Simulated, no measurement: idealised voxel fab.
The name of this process module is voxel wiring stack.
For reference, the cross-section in this document is cut, with width 255 nm and square cells of 5 nm.
Square cells in a grid make up a cross-section in this document, and the grid is given as bands, listed from the top down, each one or more rows of cells.
Within each band entry, the heights of the top and of the bottom of the band appear first, in that order and in nm; the materials of the band then follow from left to right, each with its corresponding width in nm. The designation "throughout" on a single material indicates that it fills the band from edge to edge; the designation "air" indicates empty space.
Height reference: 0 = level under which incoming wafer is all one material. Lowest band: no bottom, runs on downward, e.g. "from 0 down".
The expression "30 to 40" gives the width at the extremes of the band, the first number at its top row of cells and the second at its bottom row, with the width changing by equal amounts from each row to the next in between.
"no change" after a step means that no cell of the cross-section changed.
Closed void entries: empty space of 8 cells or more with no open way to the top, each as width x height at its distance from the left edge, in nm
Where a step's line continues beyond its settings, the continuation is a remark by the simulator itself on that step.
"overlay nm", when on a step's line for a step with a mask, measures how far to the right of its planned place the mask lay; a negative measure means to the left.
The planned process steps are enumerated hereunder:
1 RECEIVE [material Si]
2 CONFORMAL_DEP [material SiO2] [thk nm 15]
3 CONFORMAL_DEP [material SiN] [thk nm 5]
4 DIRECTIONAL_DEP [material lowk] [thk nm 25]
5 MASKED_ETCH [tone open] [mask id METAL_1] [width nm 30] [pitch nm 50] [etch materials lowk] [depth nm 25] [overlay nm 0]
6 MASKED_ETCH [tone open] [mask id METAL_1] [width nm 30] [pitch nm 50] [etch materials SiN] [depth nm 5] [overlay nm 0]
7 CONFORMAL_DEP [material TiN] [thk nm 5]
8 FILL_DEP [material Cu] [thk nm 10]
9 CMP [height nm 45]
10 CONFORMAL_DEP [material SiCN] [thk nm 5]
11 DIRECTIONAL_DEP [material SiO2] [thk nm 25]
12 MASKED_ETCH [tone open] [mask id METAL_2_HOLES] [width nm 15] [pitch nm 50] [etch materials SiO2] [depth nm 25] [overlay nm 0]
13 MASKED_ETCH [tone open] [mask id METAL_2] [width nm 30] [pitch nm 50] [etch materials SiO2] [depth nm 15] [overlay nm 0]
14 MASKED_ETCH [tone open] [mask id METAL_2] [width nm 30] [pitch nm 50] [etch materials SiCN] [depth nm 5] [overlay nm 0]
15 CONFORMAL_DEP [material TiN] [thk nm 5]
16 FILL_DEP [material Cu] [thk nm 10]
17 CMP [height nm 75]
18 CONFORMAL_DEP [material SiCN] [thk nm 5]
19 DIRECTIONAL_DEP [material lowk] [thk nm 30]
20 MASKED_ETCH [tone open] [mask id METAL_3] [width nm 30] [pitch nm 50] [etch materials lowk] [depth nm 15] [overlay nm 0]
21 MASKED_ETCH [tone open] [mask id METAL_3_HOLES] [width nm 15] [pitch nm 50] [etch materials lowk] [depth nm 15] [overlay nm 0]
22 MASKED_ETCH [tone open] [mask id METAL_3_HOLES] [width nm 15] [pitch nm 50] [etch materials SiCN] [depth nm 5] [overlay nm 0]
23 CONFORMAL_DEP [material TiN] [thk nm 5]
24 FILL_DEP [material Cu] [thk nm 5]
25 CMP [height nm 110]
26 CONFORMAL_DEP [material SiN] [thk nm 5]
Wafer cross-section on receipt, i.e. after step 1:
* from 0 down: Si throughout
* Closed void entries: none
The first of the two wafers as seen in cross-section once the module was finished; processing followed the plan:
* from 115 to 110: SiN throughout
* from 110 to 100: lowk (35), then TiN (5), then Cu (20), then TiN (5), then lowk (20), then TiN (5), then Cu (20), then TiN (5), then lowk (20), then TiN (5), then Cu (20), then TiN (5), then lowk (20), then TiN (5), then Cu (20), then TiN (5), then lowk (40)
* from 100 to 95: lowk (35), then TiN (5), then Cu (5), then TiN (20), then lowk (20), then TiN (5), then Cu (5), then TiN (20), then lowk (20), then TiN (5), then Cu (5), then TiN (20), then lowk (20), then TiN (5), then Cu (5), then TiN (20), then lowk (40)
* from 95 to 80: lowk (35), then TiN (5), then Cu (5), then TiN (5), then lowk (35), then TiN (5), then Cu (5), then TiN (5), then lowk (35), then TiN (5), then Cu (5), then TiN (5), then lowk (35), then TiN (5), then Cu (5), then TiN (5), then lowk (55)
* from 80 to 75: SiCN (35), then TiN (15), then SiCN (35), then TiN (15), then SiCN (35), then TiN (15), then SiCN (35), then TiN (15), then SiCN (55)
* from 75 to 65: SiO2 (35), then TiN (5), then Cu (20), then TiN (5), then SiO2 (20), then TiN (5), then Cu (20), then TiN (5), then SiO2 (20), then TiN (5), then Cu (20), then TiN (5), then SiO2 (20), then TiN (5), then Cu (20), then TiN (5), then SiO2 (40)
* from 65 to 60: SiO2 (35), then TiN (5), then Cu (5), then TiN (20), then SiO2 (20), then TiN (5), then Cu (5), then TiN (20), then SiO2 (20), then TiN (5), then Cu (5), then TiN (20), then SiO2 (20), then TiN (5), then Cu (5), then TiN (20), then SiO2 (40)
* from 60 to 50: SiO2 (35), then TiN (5), then Cu (5), then TiN (5), then SiO2 (35), then TiN (5), then Cu (5), then TiN (5), then SiO2 (35), then TiN (5), then Cu (5), then TiN (5), then SiO2 (35), then TiN (5), then Cu (5), then TiN (5), then SiO2 (55)
* from 50 to 45: SiCN (35), then TiN (15), then SiCN (35), then TiN (15), then SiCN (35), then TiN (15), then SiCN (35), then TiN (15), then SiCN (55)
* from 45 to 20: lowk (35), then TiN (5), then Cu (20), then TiN (5), then lowk (20), then TiN (5), then Cu (20), then TiN (5), then lowk (20), then TiN (5), then Cu (20), then TiN (5), then lowk (20), then TiN (5), then Cu (20), then TiN (5), then lowk (40)
* from 20 to 15: SiN (35), then TiN (30), then SiN (20), then TiN (30), then SiN (20), then TiN (30), then SiN (20), then TiN (30), then SiN (40)
* from 15 to 0: SiO2 throughout
* from 0 down: Si throughout
* Closed void entries: none
Cross-section of the latter of the two wafers at module completion. It had an identical start and an identical plan to the former; in running it, one mistake was made:
* from 115 to 110: SiN throughout
* from 110 to 100: lowk (35), then TiN (5), then Cu (20), then TiN (5), then lowk (20), then TiN (5), then Cu (20), then TiN (5), then lowk (20), then TiN (5), then Cu (20), then TiN (5), then lowk (20), then TiN (5), then Cu (20), then TiN (5), then lowk (40)
* from 100 to 95: lowk (35), then TiN (5), then Cu (5), then TiN (20), then lowk (20), then TiN (5), then Cu (5), then TiN (20), then lowk (20), then TiN (5), then Cu (5), then TiN (20), then lowk (20), then TiN (5), then Cu (5), then TiN (20), then lowk (40)
* from 95 to 80: lowk (35), then TiN (5), then Cu (5), then TiN (5), then lowk (35), then TiN (5), then Cu (5), then TiN (5), then lowk (35), then TiN (5), then Cu (5), then TiN (5), then lowk (35), then TiN (5), then Cu (5), then TiN (5), then lowk (55)
* from 80 to 75: SiCN (35), then TiN (15), then SiCN (35), then TiN (15), then SiCN (35), then TiN (15), then SiCN (35), then TiN (15), then SiCN (55)
* from 75 to 65: Cu throughout
* from 65 to 60: Cu (30), then TiN (25), then Cu (25), then TiN (25), then Cu (25), then TiN (25), then Cu (25), then TiN (25), then Cu (50)
* from 60 to 55: Cu (30), then TiN (5), then SiO2 (15), then TiN (5), then Cu (25), then TiN (5), then SiO2 (15), then TiN (5), then Cu (25), then TiN (5), then SiO2 (15), then TiN (5), then Cu (25), then TiN (5), then SiO2 (15), then TiN (5), then Cu (50)
* from 55 to 50: TiN (35), then SiO2 (15), then TiN (5), then Cu (5), then TiN (25), then SiO2 (15), then TiN (5), then Cu (5), then TiN (25), then SiO2 (15), then TiN (5), then Cu (5), then TiN (25), then SiO2 (15), then TiN (5), then Cu (5), then TiN (45)
* from 50 to 45: SiCN (50), then TiN (15), then SiCN (35), then TiN (15), then SiCN (35), then TiN (15), then SiCN (35), then TiN (15), then SiCN (40)
* from 45 to 20: lowk (35), then TiN (5), then Cu (20), then TiN (5), then lowk (20), then TiN (5), then Cu (20), then TiN (5), then lowk (20), then TiN (5), then Cu (20), then TiN (5), then lowk (20), then TiN (5), then Cu (20), then TiN (5), then lowk (40)
* from 20 to 15: SiN (35), then TiN (30), then SiN (20), then TiN (30), then SiN (20), then TiN (30), then SiN (20), then TiN (30), then SiN (40)
* from 15 to 0: SiO2 throughout
* from 0 down: Si throughout
* Closed void entries: none
Misprocessing identified: step 12: run off-plan, actual operation and settings MASKED_ETCH [tone cover] [mask id METAL_2_HOLES] [width nm 15] [pitch nm 50] [etch materials SiO2] [depth nm 25] [overlay nm 0]
Final comparison by cell count, materials where the second wafer has more or fewer than the first: Cu: 124 more; SiO2: 135 fewer; TiN: 11 more
